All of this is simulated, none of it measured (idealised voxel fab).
process module | voxel self aligned contacts
cross-section cut | 295 nm wide | cells 5 nm
A cross-section is a grid of square cells, given in bands from the top down. A band is one or more rows of cells.
Each band's line starts with the height of the band's top and of its bottom, in nm. Then come its materials from left to right, each with its width in nm. One material with "throughout" fills the band from edge to edge. "air" is empty space.
Height 0 is the level under which the wafer as received is all one material. The lowest band goes on downwards, as in "0 down".
A width such as "30 to 40" changes by the same amount from each row of cells to the next, from the band's top row to its bottom row.
"no change" after a step means that no cell of the cross-section changed.
closed voids: empty space of 8 cells or more with no open way to the top, each as width x height at its distance from the left edge, in nm
after a step's settings: what the simulator itself notes on the step
overlay nm, on a step with a mask: how far to the right of its planned place the mask lay; to the left if negative
plan
1 op RECEIVE | material Si
2 op OXIDIZE | depth nm 5
3 op DIRECTIONAL_DEP | material polySi | thk nm 30
4 op DIRECTIONAL_DEP | material SiN | thk nm 20
5 op PATTERN | tone cover | mask id GATE | material resist | width nm 30 | pitch nm 65 | thk nm 15 | overlay nm 0
6 op DIRECTIONAL_ETCH | etch materials SiN | depth nm 20
7 op DIRECTIONAL_ETCH | etch materials polySi | depth nm 30
8 op STRIP | etch materials resist
9 op CONFORMAL_DEP | material SiN | thk nm 5
10 op DIRECTIONAL_ETCH | etch materials SiN | depth nm 5
11 op FILL_DEP | material SiO2 | thk nm 15
12 op CMP | height nm 60
13 op PATTERN | tone open | mask id CONTACT | material resist | width nm 45 | thk nm 20 | overlay nm 0
14 op DIRECTIONAL_ETCH | etch materials SiO2 | depth nm 65
15 op STRIP | etch materials resist
16 op CONFORMAL_DEP | material TiN | thk nm 5
17 op FILL_DEP | material Ru | thk nm 10
18 op CMP | height nm 60
19 op CONFORMAL_DEP | material SiCN | thk nm 5
as received, after step 1
  0 down: Si throughout
  closed voids: none
first wafer at the end, as planned
  65 to 60: SiCN throughout
  60 to 50: SiO2 125 | TiN 5 to 15 | Ru 35 to 15 | TiN 5 to 15 | SiO2 125
  50 to 30: SiO2 95 | SiN 40 | TiN 5 | Ru 15 | TiN 5 | SiN 40 | SiO2 95
  30 to 0: SiO2 95 | SiN 5 | polySi 30 | SiN 5 | TiN 5 | Ru 15 | TiN 5 | SiN 5 | polySi 30 | SiN 5 | SiO2 95
  0 to -5: SiO2 135 | TiN 25 | SiO2 135
  -5 down: Si throughout
  closed voids: none
second wafer at the end: like start, like plan, one mistake
  65 to 60: SiCN throughout
  60 to 50: SiO2 125 | TiN 5 to 15 | Ru 35 to 15 | TiN 5 to 15 | SiO2 125
  50 to 30: SiO2 95 | SiN 40 | TiN 5 | Ru 15 | TiN 5 | SiN 40 | SiO2 95
  30 to 25: SiO2 135 | TiN 25 | SiO2 135
  25 to 0: polySi throughout
  0 down: Si throughout
  closed voids: none
what went wrong: steps 2 and 3 were swapped
at the end the second wafer has, in cells: 18 fewer of Ru | 59 more of Si | 24 fewer of SiN | 228 fewer of SiO2 | 12 fewer of TiN | 223 more of polySi
